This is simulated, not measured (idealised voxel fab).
Herein follows the process module entitled voxel wiring stack.
Cross-section cut: width 250 nm, square cells of 5 nm.
Square cells in a grid make up a cross-section in this document, and the grid is given as bands, listed from the top down, each one or more rows of cells. First you get the band's top height and its bottom height, in nm, and then the materials it's made of, left to right, with each width in nm. If you see a single material with "all across", that one covers the band edge to edge. "air" is empty space. For the purposes of this specification, 0 denotes the height below which the wafer in its as-received condition is composed wholly of one material, and the lowermost band, lacking a lower limit, extends downward without end, as expressed in "0 -> down". Width: "30->40" (first number = top row, second number = bottom row, same change from row to row of cells). "nothing got changed" for a step: no cell of the cross-section changed in that step. In "Unvented cavities" the enclosed voids are listed, meaning empty spaces of 8 cells or larger without any opening to the top. The form is width x height at distance, distance from the left edge, units nm. On a step's line, text after the settings is the simulator commenting on that step. A step line may carry the setting "overlay nm", which, for steps involving a mask, states the distance by which the mask lay to the right of its intended position; negative values denote displacement to the left. From here on the document is pairs. In a pair, the cross-section before one process step comes with the cross-section after it, and the latter goes no deeper than the lowest band that changed. What lies in between, the step and its settings, is written under the pair. A pair may be from a different run of this module on the same starting wafer than the pair above it, so it continues from that pair only where its entry headed "Before the process" says so.
Before the process:
* 135 -> 130 = Cu all across
* 130 -> 125 = 40 TiN, then 20 Cu, then 30 TiN, then 20 Cu, then 30 TiN, then 20 Cu, then 30 TiN, then 20 Cu, then 40 TiN
* 125 -> 110 = 35 SiO2, then 5 TiN, then 20 Cu, then 5 TiN, then 20 SiO2, then 5 TiN, then 20 Cu, then 5 TiN, then 20 SiO2, then 5 TiN, then 20 Cu, then 5 TiN, then 20 SiO2, then 5 TiN, then 20 Cu, then 5 TiN, then 35 SiO2
* 110 -> 105 = 35 SiN, then 30 TiN, then 20 SiN, then 30 TiN, then 20 SiN, then 30 TiN, then 20 SiN, then 30 TiN, then 35 SiN
* 105 -> 95 = 35 lowk, then 15 Ru, then 35 lowk, then 15 Ru, then 35 lowk, then 15 Ru, then 35 lowk, then 15 Ru, then 50 lowk
* 95 -> 90 = 35 SiCN, then 15 Ru, then 35 SiCN, then 15 Ru, then 35 SiCN, then 15 Ru, then 35 SiCN, then 15 Ru, then 50 SiCN
* 90 -> 70 = 35 SiO2, then 5 TiN, then 20 Cu, then 5 TiN, then 20 SiO2, then 5 TiN, then 20 Cu, then 5 TiN, then 20 SiO2, then 5 TiN, then 20 Cu, then 5 TiN, then 20 SiO2, then 5 TiN, then 20 Cu, then 5 TiN, then 35 SiO2
* 70 -> 60 = 35 SiCN, then 30->15 TiN, then 20->35 SiCN, then 30->15 TiN, then 20->35 SiCN, then 30->15 TiN, then 20->35 SiCN, then 30->15 TiN, then 35->50 SiCN
* 60 -> 45 = lowk all across
* 45 -> 20 = 35 lowk, then 5 TiN, then 20 Cu, then 5 TiN, then 20 lowk, then 5 TiN, then 20 Cu, then 5 TiN, then 20 lowk, then 5 TiN, then 20 Cu, then 5 TiN, then 20 lowk, then 5 TiN, then 20 Cu, then 5 TiN, then 35 lowk
* 20 -> 15 = 35 SiN, then 30 TiN, then 20 SiN, then 30 TiN, then 20 SiN, then 30 TiN, then 20 SiN, then 30 TiN, then 35 SiN
* 15 -> 0 = SiO2 all across
* 0 -> down = Si all across
* Unvented cavities: none
State After Step:
* 125 -> 110 = 35 SiO2, then 5 TiN, then 20 Cu, then 5 TiN, then 20 SiO2, then 5 TiN, then 20 Cu, then 5 TiN, then 20 SiO2, then 5 TiN, then 20 Cu, then 5 TiN, then 20 SiO2, then 5 TiN, then 20 Cu, then 5 TiN, then 35 SiO2
* Under 110: no change, same as before.
* Unvented cavities: none
Looking at the two cross-sections above, the step in the middle is CMP | height nm 125
Before the process: The pre-step condition corresponds to the post-step cross-section depicted in the pair directly above.
State After Step:
* 130 -> 125 = 30 air, then 40 Ru, then 10 air, then 40 Ru, then 10 air, then 40 Ru, then 10 air, then 40 Ru, then 30 air
* Under 125: no change, same as before.
* Unvented cavities: none
Looking at the two cross-sections above, the step in the middle is EPI | material Ru | thk nm 5
Before the process: The pre-step condition corresponds to the post-step cross-section depicted in the pair directly above.
State After Step:
* 135 -> 130 = SiCN all across
* 130 -> 125 = 30 SiCN, then 40 Ru, then 10 SiCN, then 40 Ru, then 10 SiCN, then 40 Ru, then 10 SiCN, then 40 Ru, then 30 SiCN
* Under 125: no change, same as before.
* Unvented cavities: none
Looking at the two cross-sections above, the step in the middle is FILL_DEP | material SiCN | thk nm 5
Before the process:
* 60 -> 50 = Cu all across
* 50 -> 45 = 40 TiN, then 20 Cu, then 30 TiN, then 20 Cu, then 30 TiN, then 20 Cu, then 30 TiN, then 20 Cu, then 40 TiN
* 45 -> 20 = 35 lowk, then 5 TiN, then 20 Cu, then 5 TiN, then 20 lowk, then 5 TiN, then 20 Cu, then 5 TiN, then 20 lowk, then 5 TiN, then 20 Cu, then 5 TiN, then 20 lowk, then 5 TiN, then 20 Cu, then 5 TiN, then 35 lowk
* 20 -> 15 = 35 SiN, then 30 TiN, then 20 SiN, then 30 TiN, then 20 SiN, then 30 TiN, then 20 SiN, then 30 TiN, then 35 SiN
* 15 -> 0 = SiO2 all across
* 0 -> down = Si all across
* Unvented cavities: none
State After Step:
* 35 -> 20 = 35 lowk, then 5 TiN, then 20 Cu, then 5 TiN, then 20 lowk, then 5 TiN, then 20 Cu, then 5 TiN, then 20 lowk, then 5 TiN, then 20 Cu, then 5 TiN, then 20 lowk, then 5 TiN, then 20 Cu, then 5 TiN, then 35 lowk
* Under 20: no change, same as before.
* Unvented cavities: none
Looking at the two cross-sections above, the step in the middle is CMP | height nm 35
Before the process: The pre-step condition corresponds to the post-step cross-section depicted in the pair directly above.
State After Step:
* 40 -> 35 = SiCN all across
* Under 35: no change, same as before.
* Unvented cavities: none
Looking at the two cross-sections above, the step in the middle is CONFORMAL_DEP | material SiCN | thk nm 5
Before the process: The pre-step condition corresponds to the post-step cross-section depicted in the pair directly above.
State After Step:
* 55 -> 40 = lowk all across
* Under 40: no change, same as before.
* Unvented cavities: none
Looking at the two cross-sections above, the step in the middle is DIRECTIONAL_DEP | material lowk | thk nm 15
Before the process: The pre-step condition corresponds to the post-step cross-section depicted in the pair directly above.
State After Step:
* 70 -> 55 = aC all across
* Under 55: no change, same as before.
* Unvented cavities: none
Looking at the two cross-sections above, the step in the middle is DIRECTIONAL_DEP | material aC | thk nm 15
Before the process: The pre-step condition corresponds to the post-step cross-section depicted in the pair directly above.
State After Step:
* 100 -> 70 = 35 resist, then 15 air, then 35 resist, then 15 air, then 35 resist, then 15 air, then 35 resist, then 15 air, then 50 resist
* Under 70: no change, same as before.
* Unvented cavities: none
Looking at the two cross-sections above, the step in the middle is PATTERN | tone open | mask id PLUG_1 | material resist | width nm 15 | pitch nm 50 | thk nm 30 | overlay nm 0
Before the process: The pre-step condition corresponds to the post-step cross-section depicted in the pair directly above.
State After Step:
* 85 -> 70 = 35 resist, then 15 air, then 35 resist, then 15 air, then 35 resist, then 15 air, then 35 resist, then 15 air, then 50 resist
* 70 -> 55 = 35 aC, then 15 air, then 35 aC, then 15 air, then 35 aC, then 15 air, then 35 aC, then 15 air, then 50 aC
* Under 55: no change, same as before.
* Unvented cavities: none
Looking at the two cross-sections above, the step in the middle is DIRECTIONAL_ETCH | etch materials aC | depth nm 15
Before the process: The pre-step condition corresponds to the post-step cross-section depicted in the pair directly above.
State After Step:
* 70 -> 55 = 35 aC, then 15 air, then 35 aC, then 15 air, then 35 aC, then 15 air, then 35 aC, then 15 air, then 50 aC
* Under 55: no change, same as before.
* Unvented cavities: none
Looking at the two cross-sections above, the step in the middle is STRIP | etch materials resist
Before the process: The pre-step condition corresponds to the post-step cross-section depicted in the pair directly above.
State After Step:
* 70 -> 55 = 35 aC, then 15 air, then 35 aC, then 15 air, then 35 aC, then 15 air, then 35 aC, then 15 air, then 50 aC
* 55 -> 40 = 35 lowk, then 15 air, then 35 lowk, then 15 air, then 35 lowk, then 15 air, then 35 lowk, then 15 air, then 50 lowk
* Under 40: no change, same as before.
* Unvented cavities: none
Looking at the two cross-sections above, the step in the middle is DIRECTIONAL_ETCH | etch materials lowk | depth nm 15
Before the process: The pre-step condition corresponds to the post-step cross-section depicted in the pair directly above.
State After Step:
* 70 -> 55 = 35 aC, then 15 air, then 35 aC, then 15 air, then 35 aC, then 15 air, then 35 aC, then 15 air, then 50 aC
* 55 -> 40 = 35 lowk, then 15 air, then 35 lowk, then 15 air, then 35 lowk, then 15 air, then 35 lowk, then 15 air, then 50 lowk
* 40 -> 35 = 35 SiCN, then 15 air, then 35 SiCN, then 15 air, then 35 SiCN, then 15 air, then 35 SiCN, then 15 air, then 50 SiCN
* Under 35: no change, same as before.
* Unvented cavities: none
Looking at the two cross-sections above, the step in the middle is DIRECTIONAL_ETCH | etch materials SiCN | depth nm 5
Before the process: The pre-step condition corresponds to the post-step cross-section depicted in the pair directly above.
State After Step:
* 55 -> 40 = 35 lowk, then 15 air, then 35 lowk, then 15 air, then 35 lowk, then 15 air, then 35 lowk, then 15 air, then 50 lowk
* Under 40: no change, same as before.
* Unvented cavities: none
Looking at the two cross-sections above, the step in the middle is STRIP | etch materials aC
Before the process: The pre-step condition corresponds to the post-step cross-section depicted in the pair directly above.
State After Step:
* 60 -> 55 = 40 TiN, then 5 air, then 45 TiN, then 5 air, then 45 TiN, then 5 air, then 45 TiN, then 5 air, then 55 TiN
* 55 -> 40 = 35 lowk, then 5 TiN, then 5 air, then 5 TiN, then 35 lowk, then 5 TiN, then 5 air, then 5 TiN, then 35 lowk, then 5 TiN, then 5 air, then 5 TiN, then 35 lowk, then 5 TiN, then 5 air, then 5 TiN, then 50 lowk
* 40 -> 35 = 35 SiCN, then 15 TiN, then 35 SiCN, then 15 TiN, then 35 SiCN, then 15 TiN, then 35 SiCN, then 15 TiN, then 50 SiCN
* Under 35: no change, same as before.
* Unvented cavities: none
Looking at the two cross-sections above, the step in the middle is CONFORMAL_DEP | material TiN | thk nm 5
Before the process: The pre-step condition corresponds to the post-step cross-section depicted in the pair directly above.
State After Step:
* 70 -> 60 = W all across
* 60 -> 55 = 40 TiN, then 5 W, then 45 TiN, then 5 W, then 45 TiN, then 5 W, then 45 TiN, then 5 W, then 55 TiN
* 55 -> 40 = 35 lowk, then 5 TiN, then 5 W, then 5 TiN, then 35 lowk, then 5 TiN, then 5 W, then 5 TiN, then 35 lowk, then 5 TiN, then 5 W, then 5 TiN, then 35 lowk, then 5 TiN, then 5 W, then 5 TiN, then 50 lowk
* Under 40: no change, same as before.
* Unvented cavities: none
Looking at the two cross-sections above, the step in the middle is FILL_DEP | material W | thk nm 10
Before the process: The pre-step condition corresponds to the post-step cross-section depicted in the pair directly above.
State After Step:
* 65 -> 60 = W all across
* Under 60: no change, same as before.
* Unvented cavities: none
Looking at the two cross-sections above, the step in the middle is CMP | height nm 65
Before the process: The pre-step condition corresponds to the post-step cross-section depicted in the pair directly above.
State After Step:
* 70 -> 65 = SiCN all across
* Under 65: no change, same as before.
* Unvented cavities: none
Looking at the two cross-sections above, the step in the middle is CONFORMAL_DEP | material SiCN | thk nm 5
Before the process: The pre-step condition corresponds to the post-step cross-section depicted in the pair directly above.
State After Step:
* 90 -> 70 = SiO2 all across
* Under 70: no change, same as before.
* Unvented cavities: none
Looking at the two cross-sections above, the step in the middle is DIRECTIONAL_DEP | material SiO2 | thk nm 20
Before the process: The pre-step condition corresponds to the post-step cross-section depicted in the pair directly above.
State After Step:
* 105 -> 90 = aC all across
* Under 90: no change, same as before.
* Unvented cavities: none
Looking at the two cross-sections above, the step in the middle is DIRECTIONAL_DEP | material aC | thk nm 15
Before the process: The pre-step condition corresponds to the post-step cross-section depicted in the pair directly above.
State After Step:
* 140 -> 105 = 35 resist, then 30 air, then 20 resist, then 30 air, then 20 resist, then 30 air, then 20 resist, then 30 air, then 35 resist
* Under 105: no change, same as before.
* Unvented cavities: none
Looking at the two cross-sections above, the step in the middle is PATTERN | tone open | mask id METAL_2 | material resist | width nm 30 | pitch nm 50 | thk nm 35 | overlay nm 0
Before the process: The pre-step condition corresponds to the post-step cross-section depicted in the pair directly above.
State After Step:
* 125 -> 105 = 35 resist, then 30 air, then 20 resist, then 30 air, then 20 resist, then 30 air, then 20 resist, then 30 air, then 35 resist
* 105 -> 90 = 35 aC, then 30 air, then 20 aC, then 30 air, then 20 aC, then 30 air, then 20 aC, then 30 air, then 35 aC
* Under 90: no change, same as before.
* Unvented cavities: none
Looking at the two cross-sections above, the step in the middle is DIRECTIONAL_ETCH | etch materials aC | depth nm 15
Before the process: The pre-step condition corresponds to the post-step cross-section depicted in the pair directly above.
State After Step:
* 105 -> 90 = 35 aC, then 30 air, then 20 aC, then 30 air, then 20 aC, then 30 air, then 20 aC, then 30 air, then 35 aC
* Under 90: no change, same as before.
* Unvented cavities: none
Looking at the two cross-sections above, the step in the middle is STRIP | etch materials resist
Before the process: The pre-step condition corresponds to the post-step cross-section depicted in the pair directly above.
State After Step:
* 105 -> 90 = 35 aC, then 30 air, then 20 aC, then 30 air, then 20 aC, then 30 air, then 20 aC, then 30 air, then 35 aC
* 90 -> 70 = 35 SiO2, then 30 air, then 20 SiO2, then 30 air, then 20 SiO2, then 30 air, then 20 SiO2, then 30 air, then 35 SiO2
* Under 70: no change, same as before.
* Unvented cavities: none
Looking at the two cross-sections above, the step in the middle is DIRECTIONAL_ETCH | etch materials SiO2 | depth nm 20
Before the process: The pre-step condition corresponds to the post-step cross-section depicted in the pair directly above.
State After Step:
* 105 -> 90 = 35 aC, then 30 air, then 20 aC, then 30 air, then 20 aC, then 30 air, then 20 aC, then 30 air, then 35 aC
* 90 -> 70 = 35 SiO2, then 30 air, then 20 SiO2, then 30 air, then 20 SiO2, then 30 air, then 20 SiO2, then 30 air, then 35 SiO2
* 70 -> 65 = 35 SiCN, then 30 air, then 20 SiCN, then 30 air, then 20 SiCN, then 30 air, then 20 SiCN, then 30 air, then 35 SiCN
* Under 65: no change, same as before.
* Unvented cavities: none
Looking at the two cross-sections above, the step in the middle is DIRECTIONAL_ETCH | etch materials SiCN | depth nm 5
Before the process: The pre-step condition corresponds to the post-step cross-section depicted in the pair directly above.
State After Step:
* 90 -> 70 = 35 SiO2, then 30 air, then 20 SiO2, then 30 air, then 20 SiO2, then 30 air, then 20 SiO2, then 30 air, then 35 SiO2
* Under 70: no change, same as before.
* Unvented cavities: none
Looking at the two cross-sections above, the step in the middle is STRIP | etch materials aC
Before the process: The pre-step condition corresponds to the post-step cross-section depicted in the pair directly above.
State After Step:
* 95 -> 90 = 40 TiN, then 20 air, then 30 TiN, then 20 air, then 30 TiN, then 20 air, then 30 TiN, then 20 air, then 40 TiN
* 90 -> 70 = 35 SiO2, then 5 TiN, then 20 air, then 5 TiN, then 20 SiO2, then 5 TiN, then 20 air, then 5 TiN, then 20 SiO2, then 5 TiN, then 20 air, then 5 TiN, then 20 SiO2, then 5 TiN, then 20 air, then 5 TiN, then 35 SiO2
* 70 -> 65 = 35 SiCN, then 30 TiN, then 20 SiCN, then 30 TiN, then 20 SiCN, then 30 TiN, then 20 SiCN, then 30 TiN, then 35 SiCN
* Under 65: no change, same as before.
* Unvented cavities: none
Looking at the two cross-sections above, the step in the middle is CONFORMAL_DEP | material TiN | thk nm 5
Before the process: The pre-step condition corresponds to the post-step cross-section depicted in the pair directly above.
State After Step:
* 100 -> 95 = Cu all across
* 95 -> 90 = 40 TiN, then 20 Cu, then 30 TiN, then 20 Cu, then 30 TiN, then 20 Cu, then 30 TiN, then 20 Cu, then 40 TiN
* 90 -> 70 = 35 SiO2, then 5 TiN, then 20 Cu, then 5 TiN, then 20 SiO2, then 5 TiN, then 20 Cu, then 5 TiN, then 20 SiO2, then 5 TiN, then 20 Cu, then 5 TiN, then 20 SiO2, then 5 TiN, then 20 Cu, then 5 TiN, then 35 SiO2
* Under 70: no change, same as before.
* Unvented cavities: none
Looking at the two cross-sections above, the step in the middle is FILL_DEP | material Cu | thk nm 5
Before the process: The pre-step condition corresponds to the post-step cross-section depicted in the pair directly above.
State After Step:
* 90 -> 70 = 35 SiO2, then 5 TiN, then 20 Cu, then 5 TiN, then 20 SiO2, then 5 TiN, then 20 Cu, then 5 TiN, then 20 SiO2, then 5 TiN, then 20 Cu, then 5 TiN, then 20 SiO2, then 5 TiN, then 20 Cu, then 5 TiN, then 35 SiO2
* Under 70: no change, same as before.
* Unvented cavities: none
Looking at the two cross-sections above, the step in the middle is CMP | height nm 90
Before the process: The pre-step condition corresponds to the post-step cross-section depicted in the pair directly above.
State After Step:
* 95 -> 90 = SiCN all across
* Under 90: no change, same as before.
* Unvented cavities: none
Looking at the two cross-sections above, the step in the middle is CONFORMAL_DEP | material SiCN | thk nm 5
Before the process: The pre-step condition corresponds to the post-step cross-section depicted in the pair directly above.
State After Step:
* 105 -> 95 = lowk all across
* Under 95: no change, same as before.
* Unvented cavities: none
Looking at the two cross-sections above, the step in the middle is DIRECTIONAL_DEP | material lowk | thk nm 10
Before the process: The pre-step condition corresponds to the post-step cross-section depicted in the pair directly above.
State After Step:
* 115 -> 105 = aC all across
* Under 105: no change, same as before.
* Unvented cavities: none
Looking at the two cross-sections above, the step in the middle is DIRECTIONAL_DEP | material aC | thk nm 10
Before the process: The pre-step condition corresponds to the post-step cross-section depicted in the pair directly above.
State After Step:
* 140 -> 115 = 35 resist, then 15 air, then 35 resist, then 15 air, then 35 resist, then 15 air, then 35 resist, then 15 air, then 50 resist
* Under 115: no change, same as before.
* Unvented cavities: none
Looking at the two cross-sections above, the step in the middle is PATTERN | tone open | mask id PLUG_2 | material resist | width nm 15 | pitch nm 50 | thk nm 25 | overlay nm 0
Before the process: The pre-step condition corresponds to the post-step cross-section depicted in the pair directly above.
State After Step:
* 130 -> 115 = 35 resist, then 15 air, then 35 resist, then 15 air, then 35 resist, then 15 air, then 35 resist, then 15 air, then 50 resist
* 115 -> 105 = 35 aC, then 15 air, then 35 aC, then 15 air, then 35 aC, then 15 air, then 35 aC, then 15 air, then 50 aC
* Under 105: no change, same as before.
* Unvented cavities: none
Looking at the two cross-sections above, the step in the middle is DIRECTIONAL_ETCH | etch materials aC | depth nm 10
Before the process: The pre-step condition corresponds to the post-step cross-section depicted in the pair directly above.
State After Step:
* 115 -> 105 = 35 aC, then 15 air, then 35 aC, then 15 air, then 35 aC, then 15 air, then 35 aC, then 15 air, then 50 aC
* Under 105: no change, same as before.
* Unvented cavities: none
Looking at the two cross-sections above, the step in the middle is STRIP | etch materials resist
Before the process: The pre-step condition corresponds to the post-step cross-section depicted in the pair directly above.
State After Step:
* 115 -> 105 = 35 aC, then 15 air, then 35 aC, then 15 air, then 35 aC, then 15 air, then 35 aC, then 15 air, then 50 aC
* 105 -> 95 = 35 lowk, then 15 air, then 35 lowk, then 15 air, then 35 lowk, then 15 air, then 35 lowk, then 15 air, then 50 lowk
* Under 95: no change, same as before.
* Unvented cavities: none
Looking at the two cross-sections above, the step in the middle is DIRECTIONAL_ETCH | etch materials lowk | depth nm 10
Before the process: The pre-step condition corresponds to the post-step cross-section depicted in the pair directly above.
State After Step:
* 115 -> 105 = 35 aC, then 15 air, then 35 aC, then 15 air, then 35 aC, then 15 air, then 35 aC, then 15 air, then 50 aC
* 105 -> 95 = 35 lowk, then 15 air, then 35 lowk, then 15 air, then 35 lowk, then 15 air, then 35 lowk, then 15 air, then 50 lowk
* 95 -> 90 = 35 SiCN, then 15 air, then 35 SiCN, then 15 air, then 35 SiCN, then 15 air, then 35 SiCN, then 15 air, then 50 SiCN
* Under 90: no change, same as before.
* Unvented cavities: none
Looking at the two cross-sections above, the step in the middle is DIRECTIONAL_ETCH | etch materials SiCN | depth nm 5
Before the process: The pre-step condition corresponds to the post-step cross-section depicted in the pair directly above.
State After Step:
* 105 -> 95 = 35 lowk, then 15 air, then 35 lowk, then 15 air, then 35 lowk, then 15 air, then 35 lowk, then 15 air, then 50 lowk
* Under 95: no change, same as before.
* Unvented cavities: none
Looking at the two cross-sections above, the step in the middle is STRIP | etch materials aC
Before the process: The pre-step condition corresponds to the post-step cross-section depicted in the pair directly above.
State After Step:
* 105 -> 100 = 35 lowk, then 15 air, then 35 lowk, then 15 air, then 35 lowk, then 15 air, then 35 lowk, then 15 air, then 50 lowk
* 100 -> 95 = 35 lowk, then 15 Ru, then 35 lowk, then 15 Ru, then 35 lowk, then 15 Ru, then 35 lowk, then 15 Ru, then 50 lowk
* 95 -> 90 = 35 SiCN, then 15 Ru, then 35 SiCN, then 15 Ru, then 35 SiCN, then 15 Ru, then 35 SiCN, then 15 Ru, then 50 SiCN
* Under 90: no change, same as before.
* Unvented cavities: none
Looking at the two cross-sections above, the step in the middle is EPI | material Ru | thk nm 10
Before the process: The pre-step condition corresponds to the post-step cross-section depicted in the pair directly above.
State After Step:
* 105 -> 95 = 35 lowk, then 15 Ru, then 35 lowk, then 15 Ru, then 35 lowk, then 15 Ru, then 35 lowk, then 15 Ru, then 50 lowk
* Under 95: no change, same as before.
* Unvented cavities: none
Looking at the two cross-sections above, the step in the middle is EPI | material Ru | thk nm 5
Before the process: The pre-step condition corresponds to the post-step cross-section depicted in the pair directly above.
State After Step:
* 110 -> 105 = SiN all across
* Under 105: no change, same as before.
* Unvented cavities: none
Looking at the two cross-sections above, the step in the middle is CONFORMAL_DEP | material SiN | thk nm 5
Before the process: The pre-step condition corresponds to the post-step cross-section depicted in the pair directly above.
State After Step:
* 125 -> 110 = SiO2 all across
* Under 110: no change, same as before.
* Unvented cavities: none
Looking at the two cross-sections above, the step in the middle is DIRECTIONAL_DEP | material SiO2 | thk nm 15
Before the process: The pre-step condition corresponds to the post-step cross-section depicted in the pair directly above.
State After Step:
* 140 -> 125 = aC all across
* Under 125: no change, same as before.
* Unvented cavities: none
Looking at the two cross-sections above, the step in the middle is DIRECTIONAL_DEP | material aC | thk nm 15
Before the process: The pre-step condition corresponds to the post-step cross-section depicted in the pair directly above.
State After Step:
* 175 -> 140 = 35 resist, then 30 air, then 20 resist, then 30 air, then 20 resist, then 30 air, then 20 resist, then 30 air, then 35 resist
* Under 140: no change, same as before.
* Unvented cavities: none
Looking at the two cross-sections above, the step in the middle is PATTERN | tone open | mask id METAL_3 | material resist | width nm 30 | pitch nm 50 | thk nm 35 | overlay nm 0
Before the process: The pre-step condition corresponds to the post-step cross-section depicted in the pair directly above.
State After Step:
* 160 -> 140 = 35 resist, then 30 air, then 20 resist, then 30 air, then 20 resist, then 30 air, then 20 resist, then 30 air, then 35 resist
* 140 -> 125 = 35 aC, then 30 air, then 20 aC, then 30 air, then 20 aC, then 30 air, then 20 aC, then 30 air, then 35 aC
* Under 125: no change, same as before.
* Unvented cavities: none
Looking at the two cross-sections above, the step in the middle is DIRECTIONAL_ETCH | etch materials aC | depth nm 15
Before the process: The pre-step condition corresponds to the post-step cross-section depicted in the pair directly above.
State After Step:
* 140 -> 125 = 35 aC, then 30 air, then 20 aC, then 30 air, then 20 aC, then 30 air, then 20 aC, then 30 air, then 35 aC
* Under 125: no change, same as before.
* Unvented cavities: none
Looking at the two cross-sections above, the step in the middle is STRIP | etch materials resist
Before the process: The pre-step condition corresponds to the post-step cross-section depicted in the pair directly above.
State After Step:
* 140 -> 125 = 35 aC, then 30 air, then 20 aC, then 30 air, then 20 aC, then 30 air, then 20 aC, then 30 air, then 35 aC
* 125 -> 110 = 35 SiO2, then 30 air, then 20 SiO2, then 30 air, then 20 SiO2, then 30 air, then 20 SiO2, then 30 air, then 35 SiO2
* Under 110: no change, same as before.
* Unvented cavities: none
Looking at the two cross-sections above, the step in the middle is DIRECTIONAL_ETCH | etch materials SiO2 | depth nm 15
Before the process: The pre-step condition corresponds to the post-step cross-section depicted in the pair directly above.
State After Step:
* 140 -> 125 = 35 aC, then 30 air, then 20 aC, then 30 air, then 20 aC, then 30 air, then 20 aC, then 30 air, then 35 aC
* 125 -> 110 = 35 SiO2, then 30 air, then 20 SiO2, then 30 air, then 20 SiO2, then 30 air, then 20 SiO2, then 30 air, then 35 SiO2
* 110 -> 105 = 35 SiN, then 30 air, then 20 SiN, then 30 air, then 20 SiN, then 30 air, then 20 SiN, then 30 air, then 35 SiN
* Under 105: no change, same as before.
* Unvented cavities: none
Looking at the two cross-sections above, the step in the middle is DIRECTIONAL_ETCH | etch materials SiN | depth nm 5
Before the process: The pre-step condition corresponds to the post-step cross-section depicted in the pair directly above.
State After Step:
* 125 -> 110 = 35 SiO2, then 30 air, then 20 SiO2, then 30 air, then 20 SiO2, then 30 air, then 20 SiO2, then 30 air, then 35 SiO2
* Under 110: no change, same as before.
* Unvented cavities: none
Looking at the two cross-sections above, the step in the middle is STRIP | etch materials aC
Before the process: The pre-step condition corresponds to the post-step cross-section depicted in the pair directly above.
State After Step:
* 130 -> 125 = 40 TiN, then 20 air, then 30 TiN, then 20 air, then 30 TiN, then 20 air, then 30 TiN, then 20 air, then 40 TiN
* 125 -> 110 = 35 SiO2, then 5 TiN, then 20 air, then 5 TiN, then 20 SiO2, then 5 TiN, then 20 air, then 5 TiN, then 20 SiO2, then 5 TiN, then 20 air, then 5 TiN, then 20 SiO2, then 5 TiN, then 20 air, then 5 TiN, then 35 SiO2
* 110 -> 105 = 35 SiN, then 30 TiN, then 20 SiN, then 30 TiN, then 20 SiN, then 30 TiN, then 20 SiN, then 30 TiN, then 35 SiN
* Under 105: no change, same as before.
* Unvented cavities: none
Looking at the two cross-sections above, the step in the middle is CONFORMAL_DEP | material TiN | thk nm 5
Before the process: The pre-step condition corresponds to the post-step cross-section depicted in the pair directly above.
State After Step:
* 135 -> 130 = Cu all across
* 130 -> 125 = 40 TiN, then 20 Cu, then 30 TiN, then 20 Cu, then 30 TiN, then 20 Cu, then 30 TiN, then 20 Cu, then 40 TiN
* 125 -> 110 = 35 SiO2, then 5 TiN, then 20 Cu, then 5 TiN, then 20 SiO2, then 5 TiN, then 20 Cu, then 5 TiN, then 20 SiO2, then 5 TiN, then 20 Cu, then 5 TiN, then 20 SiO2, then 5 TiN, then 20 Cu, then 5 TiN, then 35 SiO2
* Under 110: no change, same as before.
* Unvented cavities: none
Looking at the two cross-sections above, the step in the middle is FILL_DEP | material Cu | thk nm 5
Before the process: The pre-step condition corresponds to the post-step cross-section depicted in the pair directly above.
State After Step:
* 125 -> 110 = 35 SiO2, then 5 TiN, then 20 Cu, then 5 TiN, then 20 SiO2, then 5 TiN, then 20 Cu, then 5 TiN, then 20 SiO2, then 5 TiN, then 20 Cu, then 5 TiN, then 20 SiO2, then 5 TiN, then 20 Cu, then 5 TiN, then 35 SiO2
* Under 110: no change, same as before.
* Unvented cavities: none
Looking at the two cross-sections above, the step in the middle is CMP | height nm 125
Before the process: The pre-step condition corresponds to the post-step cross-section depicted in the pair directly above.
State After Step:
* 130 -> 125 = 30 air, then 40 Ru, then 10 air, then 40 Ru, then 10 air, then 40 Ru, then 10 air, then 40 Ru, then 30 air
* Under 125: no change, same as before.
* Unvented cavities: none
Looking at the two cross-sections above, the step in the middle is EPI | material Ru | thk nm 5
Before the process: The pre-step condition corresponds to the post-step cross-section depicted in the pair directly above.
State After Step:
* 135 -> 130 = SiCN all across
* 130 -> 125 = 30 SiCN, then 40 Ru, then 10 SiCN, then 40 Ru, then 10 SiCN, then 40 Ru, then 10 SiCN, then 40 Ru, then 30 SiCN
* Under 125: no change, same as before.
* Unvented cavities: none
Looking at the two cross-sections above, the step in the middle is FILL_DEP | material SiCN | thk nm 5
Before the process:
* 140 -> 125 = aC all across
* 125 -> 110 = SiO2 all across
* 110 -> 105 = SiN all across
* 105 -> 95 = 35 lowk, then 15 Ru, then 35 lowk, then 15 Ru, then 35 lowk, then 15 Ru, then 35 lowk, then 15 Ru, then 50 lowk
* 95 -> 90 = 35 SiCN, then 15 Ru, then 35 SiCN, then 15 Ru, then 35 SiCN, then 15 Ru, then 35 SiCN, then 15 Ru, then 50 SiCN
* 90 -> 70 = 35 SiO2, then 5 TiN, then 20 Cu, then 5 TiN, then 20 SiO2, then 5 TiN, then 20 Cu, then 5 TiN, then 20 SiO2, then 5 TiN, then 20 Cu, then 5 TiN, then 20 SiO2, then 5 TiN, then 20 Cu, then 5 TiN, then 35 SiO2
* 70 -> 65 = 35 SiCN, then 30 TiN, then 20 SiCN, then 30 TiN, then 20 SiCN, then 30 TiN, then 20 SiCN, then 30 TiN, then 35 SiCN
* 65 -> 50 = 35 lowk, then 5 TiN, then 5 W, then 5 TiN, then 35 lowk, then 5 TiN, then 5 W, then 5 TiN, then 35 lowk, then 5 TiN, then 5 W, then 5 TiN, then 35 lowk, then 5 TiN, then 5 W, then 5 TiN, then 50 lowk
* 50 -> 45 = 35 SiCN, then 15 TiN, then 35 SiCN, then 15 TiN, then 35 SiCN, then 15 TiN, then 35 SiCN, then 15 TiN, then 50 SiCN
* 45 -> 20 = 35 lowk, then 5 TiN, then 20 Cu, then 5 TiN, then 20 lowk, then 5 TiN, then 20 Cu, then 5 TiN, then 20 lowk, then 5 TiN, then 20 Cu, then 5 TiN, then 20 lowk, then 5 TiN, then 20 Cu, then 5 TiN, then 35 lowk
* 20 -> 15 = 35 SiN, then 30 TiN, then 20 SiN, then 30 TiN, then 20 SiN, then 30 TiN, then 20 SiN, then 30 TiN, then 35 SiN
* 15 -> 0 = SiO2 all across
* 0 -> down = Si all across
* Unvented cavities: none
State After Step:
* 175 -> 140 = 40 resist, then 25 air, then 25 resist, then 25 air, then 25 resist, then 25 air, then 25 resist, then 25 air, then 35 resist
* Under 140: no change, same as before.
* Unvented cavities: none
Looking at the two cross-sections above, the step in the middle is PATTERN | tone open | mask id METAL_3 | material resist | width nm 25 | pitch nm 50 | thk nm 35 | overlay nm 0
Before the process: The pre-step condition corresponds to the post-step cross-section depicted in the pair directly above.
State After Step:
* 160 -> 140 = 40 resist, then 25 air, then 25 resist, then 25 air, then 25 resist, then 25 air, then 25 resist, then 25 air, then 35 resist
* 140 -> 125 = 40 aC, then 25 air, then 25 aC, then 25 air, then 25 aC, then 25 air, then 25 aC, then 25 air, then 35 aC
* Under 125: no change, same as before.
* Unvented cavities: none
Looking at the two cross-sections above, the step in the middle is DIRECTIONAL_ETCH | etch materials aC | depth nm 15
